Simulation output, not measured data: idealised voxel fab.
Module name: voxel wiring stack (process module)
Cross-section cut: width 295 nm, square cells of 5 nm.
Just so we're on the same page, the cross-sections are grids of square cells, and they're listed out in bands top to bottom, each band one or more rows deep. This entry defines a band. It first specifies the height of the band's top and the height of its bottom in nm, and then specifies the band's materials from left to right, stating each material with its width in nm. The word "edge to edge" identifies a single material that fills the band from edge to edge, while the word "blank" identifies empty space. Heights are expressed relative to 0, this being the level below which the as-received wafer comprises one material exclusively. The lowest band is unbounded in the downward direction and is denoted as in "0 and below". A width such as "30..40" changes by the same amount from each row of cells to the next, from the band's top row to its bottom row. "no modification" after a step means that no cell of the cross-section changed. Closed-off voids of 8+ cells (no open route to the top) go in "Voids, enclosed", written width x height at distance from the left edge, in nm. Read whatever lies past the settings on a step's line as the simulator's own remark about the step. The "overlay nm" setting may appear on a step's line; for a step that uses a mask, it gives how far to the right of its planned position the mask lay, and a negative value indicates the left.

The steps planned for the process are as follows
- 1: RECEIVE [material Si]
- 2: CONFORMAL_DEP [material SiO2] [thk nm 10]
- 3: DIRECTIONAL_DEP [material TiN] [thk nm 5]
- 4: DIRECTIONAL_DEP [material Ru] [thk nm 20]
- 5: MASKED_ETCH [tone cover] [mask id METAL_1] [width nm 30] [pitch nm 50] [etch materials Ru] [depth nm 20] [overlay nm 0]
- 6: MASKED_ETCH [tone cover] [mask id METAL_1] [width nm 30] [pitch nm 50] [etch materials TiN] [depth nm 5] [overlay nm 0]
- 7: FILL_DEP [material SiO2] [thk nm 5]
- 8: CMP [height nm 35]
- 9: CONFORMAL_DEP [material SiCN] [thk nm 5]
- 10: DIRECTIONAL_DEP [material lowk] [thk nm 25]
- 11: MASKED_ETCH [tone open] [mask id METAL_2_HOLES] [width nm 15] [pitch nm 50] [etch materials lowk] [depth nm 25] [overlay nm 0]
- 12: MASKED_ETCH [tone open] [mask id METAL_2] [width nm 30] [pitch nm 50] [etch materials lowk] [depth nm 15] [overlay nm 0]
- 13: MASKED_ETCH [tone open] [mask id METAL_2] [width nm 30] [pitch nm 50] [etch materials SiCN] [depth nm 5] [overlay nm 0]
- 14: CONFORMAL_DEP [material TiN] [thk nm 5]
- 15: FILL_DEP [material Ru] [thk nm 5]
- 16: CMP [height nm 65]
- 17: CONFORMAL_DEP [material SiCN] [thk nm 5]
- 18: DIRECTIONAL_DEP [material SiO2] [thk nm 10]
- 19: MASKED_ETCH [tone open] [mask id PLUG_2] [width nm 15] [pitch nm 100] [etch materials SiO2] [depth nm 10] [overlay nm 0]
- 20: MASKED_ETCH [tone open] [mask id PLUG_2] [width nm 15] [pitch nm 100] [etch materials SiCN] [depth nm 5] [overlay nm 0]
- 21: EPI [material Ru] [thk nm 10]
- 22: EPI [material Ru] [thk nm 5]
- 23: DIRECTIONAL_DEP [material TiN] [thk nm 5]
- 24: DIRECTIONAL_DEP [material W] [thk nm 25]
- 25: MASKED_ETCH [tone cover] [mask id METAL_3] [width nm 30] [pitch nm 50] [etch materials W] [depth nm 25] [overlay nm 0]
- 26: MASKED_ETCH [tone cover] [mask id METAL_3] [width nm 30] [pitch nm 50] [etch materials TiN] [depth nm 5] [overlay nm 0]
- 27: CONFORMAL_DEP [material SiCN] [thk nm 5]
- 28: FILL_DEP [material lowk] [thk nm 5]
- 29: CMP [height nm 110]
- 30: CONFORMAL_DEP [material SiCN] [thk nm 5]
- 31: DIRECTIONAL_DEP [material SiO2] [thk nm 25]
- 32: DIRECTIONAL_DEP [material aC] [thk nm 10]
- 33: PATTERN [tone open] [mask id METAL_4] [material resist] [width nm 30] [pitch nm 50] [thk nm 25] [overlay nm 0]
- 34: DIRECTIONAL_ETCH [etch materials aC] [depth nm 10]
- 35: STRIP [etch materials resist]
- 36: DIRECTIONAL_ETCH [etch materials SiO2] [depth nm 15]
- 37: STRIP [etch materials aC]
- 38: MASKED_ETCH [tone open] [mask id METAL_4_HOLES] [width nm 15] [pitch nm 50] [etch materials SiO2] [depth nm 10] [overlay nm 0]
- 39: MASKED_ETCH [tone open] [mask id METAL_4_HOLES] [width nm 15] [pitch nm 50] [etch materials SiCN] [depth nm 5] [overlay nm 0]
- 40: CONFORMAL_DEP [material TiN] [thk nm 5]
- 41: FILL_DEP [material Cu] [thk nm 10]
- 42: CMP [height nm 140]
- 43: CONFORMAL_DEP [material SiN] [thk nm 5]

As-received state of the wafer in cross-section, equivalent to post-step 1
- 0 and below | Si edge to edge
- Voids, enclosed: none

End-of-module cross-section of the first of two wafers, processed as planned
- 145 down to 140 | SiN edge to edge
- 140 down to 130 | SiO2 55; TiN 5; Cu 20; TiN 5; SiO2 20; TiN 5; Cu 20; TiN 5; SiO2 20; TiN 5; Cu 20; TiN 5; SiO2 20; TiN 5; Cu 20; TiN 5; SiO2 60
- 130 down to 125 | SiO2 55; TiN 5; Cu 5; TiN 20; SiO2 20; TiN 5; Cu 5; TiN 20; SiO2 20; TiN 5; Cu 5; TiN 20; SiO2 20; TiN 5; Cu 5; TiN 20; SiO2 60
- 125 down to 115 | SiO2 55; TiN 5; Cu 5; TiN 5; SiO2 35; TiN 5; Cu 5; TiN 5; SiO2 35; TiN 5; Cu 5; TiN 5; SiO2 35; TiN 5; Cu 5; TiN 5; SiO2 75
- 115 down to 110 | SiCN 55; TiN 15; SiCN 35; TiN 15; SiCN 35; TiN 15; SiCN 35; TiN 15; SiCN 75
- 110 down to 85 | lowk 50; SiCN 5; W 30; SiCN 5; lowk 10; SiCN 5; W 30; SiCN 5; lowk 10; SiCN 5; W 30; SiCN 5; lowk 10; SiCN 5; W 30; SiCN 5; lowk 55
- 85 down to 80 | SiCN 55; TiN 30; SiCN 20; TiN 30; SiCN 20; TiN 30; SiCN 20; TiN 30; SiCN 60
- 80 down to 70 | SiO2 55; Ru 15; SiO2 85; Ru 15; SiO2 125
- 70 down to 65 | SiCN 55; Ru 15; SiCN 85; Ru 15; SiCN 125
- 65 down to 55 | lowk 55; TiN 5; Ru 20; TiN 5; lowk 20; TiN 5; Ru 20; TiN 5; lowk 20; TiN 5; Ru 20; TiN 5; lowk 20; TiN 5; Ru 20; TiN 5; lowk 60
- 55 down to 50 | lowk 55; TiN 5; Ru 5; TiN 20; lowk 20; TiN 5; Ru 5; TiN 20; lowk 20; TiN 5; Ru 5; TiN 20; lowk 20; TiN 5; Ru 5; TiN 20; lowk 60
- 50 down to 40 | lowk 55; TiN 5; Ru 5; TiN 5; lowk 35; TiN 5; Ru 5; TiN 5; lowk 35; TiN 5; Ru 5; TiN 5; lowk 35; TiN 5; Ru 5; TiN 5; lowk 75
- 40 down to 35 | SiCN 55; TiN 15; SiCN 35; TiN 15; SiCN 35; TiN 15; SiCN 35; TiN 15; SiCN 75
- 35 down to 15 | SiO2 55; Ru 30; SiO2 20; Ru 30; SiO2 20; Ru 30; SiO2 20; Ru 30; SiO2 60
- 15 down to 10 | SiO2 55; TiN 30; SiO2 20; TiN 30; SiO2 20; TiN 30; SiO2 20; TiN 30; SiO2 60
- 10 down to 0 | SiO2 edge to edge
- 0 and below | Si edge to edge
- Voids, enclosed: none

Presented here is a cross-section of the second of the two wafers as it stood at the end of the module. It was started in the same manner and assigned the same plan as the first wafer; however, one mistake was made in its execution
- 145 down to 140 | SiN edge to edge
- 140 down to 130 | SiO2 55; TiN 5; Cu 20; TiN 5; SiO2 20; TiN 5; Cu 20; TiN 5; SiO2 20; TiN 5; Cu 20; TiN 5; SiO2 20; TiN 5; Cu 20; TiN 5; SiO2 60
- 130 down to 125 | SiO2 55; TiN 5; Cu 5; TiN 20; SiO2 20; TiN 5; Cu 5; TiN 20; SiO2 20; TiN 5; Cu 5; TiN 20; SiO2 20; TiN 5; Cu 5; TiN 20; SiO2 60
- 125 down to 115 | SiO2 55; TiN 5; Cu 5; TiN 5; SiO2 35; TiN 5; Cu 5; TiN 5; SiO2 35; TiN 5; Cu 5; TiN 5; SiO2 35; TiN 5; Cu 5; TiN 5; SiO2 75
- 115 down to 110 | SiCN 55; TiN 15; SiCN 35; TiN 15; SiCN 35; TiN 15; SiCN 35; TiN 15; SiCN 75
- 110 down to 105 | lowk 50; SiCN 5; W 15; SiCN 5; lowk 75; SiCN 5; W 15; SiCN 5; lowk 120
- 105 down to 100 | lowk 50; SiCN 5; W 15; SiCN 20; lowk 10; SiCN 40; lowk 10; SiCN 5; W 15; SiCN 20; lowk 10; SiCN 40; lowk 55
- 100 down to 85 | lowk 50; SiCN 5; W 30; SiCN 5; lowk 10; SiCN 5; W 30; SiCN 5; lowk 10; SiCN 5; W 30; SiCN 5; lowk 10; SiCN 5; W 30; SiCN 5; lowk 55
- 85 down to 80 | lowk 50; SiCN 5; TiN 15; W 15; SiCN 5; lowk 10; SiCN 5; W 30; SiCN 5; lowk 10; SiCN 5; TiN 15; W 15; SiCN 5; lowk 10; SiCN 5; W 30; SiCN 5; lowk 55
- 80 down to 75 | lowk 50; SiCN 5; SiO2 15; W 15; SiCN 5; lowk 10; SiCN 5; W 30; SiCN 5; lowk 10; SiCN 5; SiO2 15; W 15; SiCN 5; lowk 10; SiCN 5; W 30; SiCN 5; lowk 55
- 75 down to 70 | SiCN 55; SiO2 15; TiN 15; SiCN 20; TiN 30; SiCN 20; SiO2 15; TiN 15; SiCN 20; TiN 30; SiCN 60
- 70 down to 65 | SiCN edge to edge
- 65 down to 55 | lowk 55; TiN 5; Ru 20; TiN 5; lowk 20; TiN 5; Ru 20; TiN 5; lowk 20; TiN 5; Ru 20; TiN 5; lowk 20; TiN 5; Ru 20; TiN 5; lowk 60
- 55 down to 50 | lowk 55; TiN 5; Ru 5; TiN 20; lowk 20; TiN 5; Ru 5; TiN 20; lowk 20; TiN 5; Ru 5; TiN 20; lowk 20; TiN 5; Ru 5; TiN 20; lowk 60
- 50 down to 40 | lowk 55; TiN 5; Ru 5; TiN 5; lowk 35; TiN 5; Ru 5; TiN 5; lowk 35; TiN 5; Ru 5; TiN 5; lowk 35; TiN 5; Ru 5; TiN 5; lowk 75
- 40 down to 35 | SiCN 55; TiN 15; SiCN 35; TiN 15; SiCN 35; TiN 15; SiCN 35; TiN 15; SiCN 75
- 35 down to 15 | SiO2 55; Ru 30; SiO2 20; Ru 30; SiO2 20; Ru 30; SiO2 20; Ru 30; SiO2 60
- 15 down to 10 | SiO2 55; TiN 30; SiO2 20; TiN 30; SiO2 20; TiN 30; SiO2 20; TiN 30; SiO2 60
- 10 down to 0 | SiO2 edge to edge
- 0 and below | Si edge to edge
- Voids, enclosed: none
Deviation noted in wafer processing: step 19 ran as: MASKED_ETCH [tone cover] [mask id PLUG_2] [width nm 15] [pitch nm 100] [etch materials SiO2] [depth nm 10] [overlay nm 0]
Wrapping up, a cell-based count of both wafers puts the second over or under the first for these materials: Ru -18; SiCN +36; SiO2 -94; lowk +76
